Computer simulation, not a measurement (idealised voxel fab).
This section sets out a process module, namely voxel local oxidation.
Xsec cut, 175 nm wide, square cell size 5 nm.
Cross-section layout: square cells on a grid; listed as bands, top to bottom; a band spans one or more cell rows. The entry gives the band's vertical extent as a top height and a bottom height in nm, then its horizontal make-up as materials from left to right, each with a width in nm. "empty" stands for empty space; a single material marked "throughout" fills the band edge to edge. Counting heights begins at 0, where everything beneath is, in the wafer as received, one material. The lowest band has no bottom; it goes on downwards, as "0 and below" shows. So if you see something like "30..40" for the width, read it as the top row of the band sitting at the first number and the bottom row at the second, with every row in between moving by the same amount as the last. You'll sometimes find "nothing altered" written for a step, and that's the way of saying that nowhere in the cross-section did a cell change during that step. "Sealed void inventory" lists enclosed empty spaces (at least 8 cells, no open path upward to the top), each as width x height at distance from the left edge, in nm. Text after the settings on a step's line: the simulator's own remark on that step. When a step includes a mask, the "overlay nm" setting on its line states how far to the right of its planned place that mask lay, and negative values state how far to the left.
**Below is the list of planned process steps**
step 1: RECEIVE, material Si
step 2: OXIDIZE, depth nm 5
step 3: CONFORMAL_DEP, material SiN, thk nm 10
step 4: PATTERN, tone cover, mask id ACTIVE, material resist, width nm 130, thk nm 15, overlay nm 0
step 5: DIRECTIONAL_ETCH, etch materials SiN, depth nm 10
step 6: STRIP, etch materials resist
step 7: SELECTIVE_ETCH, etch materials SiO2, depth nm 5
step 8: OXIDIZE, depth nm 10
step 9: STRIP, etch materials SiN
**first wafer, as planned**
**Cross-section: wafer on arrival = after step 1**
  0 and below | Si throughout
  Sealed void inventory: none
**How the wafer stands in section after step 2**
  0 down to -5 | SiO2 throughout
  Unchanged below -5.
**How the wafer stands in section after step 3**
  10 down to 0 | SiN throughout
  Unchanged below 0.
**How the wafer stands in section after step 4**
  25 down to 10 | empty: 20, then resist: 130, then empty: 25
  Unchanged below 10.
**How the wafer stands in section after step 5**
  25 down to 10 | empty: 20, then resist: 130, then empty: 25
  10 down to 0 | empty: 20, then SiN: 130, then empty: 25
  Unchanged below 0.
**How the wafer stands in section after step 6**
  10 down to 0 | empty: 20, then SiN: 130, then empty: 25
  Unchanged below 0.
**How the wafer stands in section after step 7**
  10 down to 0 | empty: 20, then SiN: 130, then empty: 25
  0 down to -5 | empty: 25, then SiO2: 120, then empty: 30
  Unchanged below -5.
**How the wafer stands in section after step 8**
  10 down to 0 | empty: 20, then SiN: 130, then empty: 25
  0 down to -5 | empty: 25, then SiO2: 120, then empty: 30
  -5 down to -15 | SiO2: 35, then Si: 100, then SiO2: 40
  Unchanged below -15.
**How the wafer stands in section after step 9**
  0 down to -5 | empty: 25, then SiO2: 120, then empty: 30
  Unchanged below -5.
**Now the other wafer: same start, same recipe, but we messed up one thing when running it. Up to and including step 2 it's the same as the first one**
**Cross-section of the second wafer at the time step 3 of the plan should have ended**
  10 down to -5 | SiO2 throughout
  Unchanged below -5.
**Cross-section of the second wafer at the time step 4 of the plan should have ended**
  25 down to 10 | empty: 20, then resist: 130, then empty: 25
  Unchanged below 10.
Cross-section of the second wafer at the time step 5 of the plan should have ended: nothing altered
**Cross-section of the second wafer at the time step 6 of the plan should have ended**
  10 down to -5 | SiO2 throughout
  Unchanged below -5.
**Cross-section of the second wafer at the time step 7 of the plan should have ended**
  5 down to -5 | SiO2 throughout
  Unchanged below -5.
Cross-section of the second wafer at the time step 8 of the plan should have ended: nothing altered
Cross-section of the second wafer at the time step 9 of the plan should have ended: nothing altered
Finding, execution versus plan: not per plan at step 3, really ran CONFORMAL_DEP, material SiO2, thk nm 10
Final tally in cells, some materials are higher or lower on the second wafer than on the first: +30 Si; +16 SiO2
